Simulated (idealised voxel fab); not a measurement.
Documented hereafter: the process module known as voxel wiring stack.
For reference, the cross-section in this document is cut, with width 300 nm and square cells of 5 nm.
Each cross-section below is a grid of square cells, stated as bands in top-down order, with one or more rows of cells making up each band.
For a band, the entry starts with two heights in nm, that of the top and then that of the bottom, and carries on with the band's materials in order from left to right, each alongside its width in nm; the word "all across" beside a single material means it fills the band edge to edge, and "air" means empty space.
Below 0: as-received wafer, all one material; heights counted from there. Lowest band: no bottom, goes on down, written "0 and below".
Top row gets the first number, bottom row gets the second, and each row in between changes by the same step: that is how a band width like "30->40" works.
Given "identical to before" for a step, no cell of the cross-section differs between before and after that step.
Enclosed voids (no open way to top), threshold 8 cells or more, entry "Listed closed voids", notation width x height at distance, distance from left edge, nm.
That trailing text on a step's line, after the settings, is the simulator's own remark on the step.
When a step includes a mask, the "overlay nm" setting on its line states how far to the right of its planned place that mask lay, and negative values state how far to the left.

# Set out below are the planned steps of the process
step 1: RECEIVE (material Si)
step 2: CONFORMAL_DEP (material SiO2; thk nm 10)
step 3: DIRECTIONAL_DEP (material TiN; thk nm 5)
step 4: DIRECTIONAL_DEP (material Ru; thk nm 15)
step 5: PATTERN (tone cover; mask id METAL_1; material resist; width nm 20; pitch nm 40; thk nm 15; overlay nm 0)
step 6: DIRECTIONAL_ETCH (etch materials Ru; depth nm 15)
step 7: DIRECTIONAL_ETCH (etch materials TiN; depth nm 5)
step 8: STRIP (etch materials resist)
step 9: CONFORMAL_DEP (material SiCN; thk nm 5)
step 10: FILL_DEP (material SiO2; thk nm 5)
step 11: CMP (height nm 30)
step 12: CONFORMAL_DEP (material SiCN; thk nm 5)
step 13: DIRECTIONAL_DEP (material SiO2; thk nm 15)
step 14: DIRECTIONAL_DEP (material aC; thk nm 15)
step 15: PATTERN (tone open; mask id PLUG_1; material resist; width nm 15; pitch nm 40; thk nm 30; overlay nm 0)
step 16: DIRECTIONAL_ETCH (etch materials aC; depth nm 15)
step 17: STRIP (etch materials resist)
step 18: DIRECTIONAL_ETCH (etch materials SiO2; depth nm 15)
step 19: DIRECTIONAL_ETCH (etch materials SiCN; depth nm 5)
step 20: STRIP (etch materials aC)
step 21: CONFORMAL_DEP (material TiN; thk nm 5)
step 22: FILL_DEP (material Cu; thk nm 5)
step 23: CMP (height nm 50)
step 24: CONFORMAL_DEP (material SiN; thk nm 5)
step 25: DIRECTIONAL_DEP (material lowk; thk nm 20)
step 26: DIRECTIONAL_DEP (material aC; thk nm 15)
step 27: PATTERN (tone open; mask id METAL_2; material resist; width nm 20; pitch nm 40; thk nm 30; overlay nm 0)
step 28: DIRECTIONAL_ETCH (etch materials aC; depth nm 15)
step 29: STRIP (etch materials resist)
step 30: DIRECTIONAL_ETCH (etch materials lowk; depth nm 20)
step 31: DIRECTIONAL_ETCH (etch materials SiN; depth nm 5)
step 32: STRIP (etch materials aC)
step 33: CONFORMAL_DEP (material TiN; thk nm 5)
step 34: FILL_DEP (material Cu; thk nm 5)
step 35: CMP (height nm 75)
step 36: CONFORMAL_DEP (material SiCN; thk nm 5)
step 37: DIRECTIONAL_DEP (material lowk; thk nm 30)
step 38: PATTERN (tone open; mask id METAL_3_HOLES; material resist; width nm 15; thk nm 20; overlay nm 0)
step 39: DIRECTIONAL_ETCH (etch materials lowk; depth nm 30)
step 40: STRIP (etch materials resist)
step 41: MASKED_ETCH (tone open; mask id METAL_3; width nm 20; pitch nm 40; etch materials lowk; depth nm 15; overlay nm 0)
step 42: MASKED_ETCH (tone open; mask id METAL_3; width nm 20; pitch nm 40; etch materials SiCN; depth nm 5; overlay nm 0)
step 43: CONFORMAL_DEP (material TiN; thk nm 5)
step 44: FILL_DEP (material Ru; thk nm 5)
step 45: CMP (height nm 110)
step 46: CONFORMAL_DEP (material SiN; thk nm 5)

# Here's what the wafer looked like in cross-section when it arrived - that's after step 1
- 0 and below = Si all across
- Listed closed voids: none

# first wafer at the end, as planned
- 115 down to 110 = SiN all across
- 110 down to 100 = lowk 120, TiN 5, Ru 10, TiN 5, lowk 20, TiN 5, Ru 10, TiN 5, lowk 120
- 100 down to 95 = lowk 120, TiN 5, Ru 5, TiN 10, lowk 20, TiN 20, lowk 120
- 95 down to 80 = lowk 120, TiN 5, Ru 5, TiN 5, lowk 165
- 80 down to 75 = SiCN 120, TiN 15, SiCN 165
- 75 down to 55 = lowk 120, TiN 5, Cu 10, TiN 5, lowk 20, TiN 5, Cu 10, TiN 5, lowk 120
- 55 down to 50 = SiN 120, TiN 20, SiN 20, TiN 20, SiN 120
- 50 down to 35 = SiO2 120, TiN 5, Cu 5, TiN 5, SiO2 25, TiN 5, Cu 5, TiN 5, SiO2 125
- 35 down to 30 = SiCN 120, TiN 15, SiCN 25, TiN 15, SiCN 125
- 30 down to 15 = SiO2 115, SiCN 5, Ru 20, SiCN 5, SiO2 10, SiCN 5, Ru 20, SiCN 5, SiO2 115
- 15 down to 10 = SiCN 120, TiN 20, SiCN 20, TiN 20, SiCN 120
- 10 down to 0 = SiO2 all across
- 0 and below = Si all across
- Listed closed voids: none

# Second wafer through the module, sectioned at the end: same beginning and same plan as the first wafer, with one mistake in carrying it out
- 115 down to 110 = SiN all across
- 110 down to 100 = lowk 120, TiN 5, Ru 10, TiN 5, lowk 20, TiN 5, Ru 10, TiN 5, lowk 120
- 100 down to 95 = lowk 120, TiN 5, Ru 5, TiN 10, lowk 20, TiN 20, lowk 120
- 95 down to 80 = lowk 120, TiN 5, Ru 5, TiN 5, lowk 165
- 80 down to 75 = SiCN 120, TiN 15, SiCN 165
- 75 down to 55 = lowk 120, TiN 5, Cu 10, TiN 5, lowk 20, TiN 5, Cu 10, TiN 5, lowk 120
- 55 down to 50 = SiN 120, TiN 20, SiN 20, TiN 20, SiN 120
- 50 down to 35 = SiO2 110, TiN 5, Cu 5, TiN 5, SiO2 25, TiN 5, Cu 5, TiN 5, SiO2 135
- 35 down to 30 = SiCN 110, TiN 15, SiCN 25, TiN 15, SiCN 135
- 30 down to 15 = SiO2 115, SiCN 5, Ru 20, SiCN 5, SiO2 10, SiCN 5, Ru 20, SiCN 5, SiO2 115
- 15 down to 10 = SiCN 120, TiN 20, SiCN 20, TiN 20, SiCN 120
- 10 down to 0 = SiO2 all across
- 0 and below = Si all across
- Listed closed voids: none
Diagnosis: not per plan at step 15, really ran PATTERN (tone open; mask id PLUG_1; material resist; width nm 15; pitch nm 40; thk nm 30; overlay nm -10)
Upon completion, the cell count for each material on the second wafer equals that on the first, whereas the spatial distribution of those cells differs.
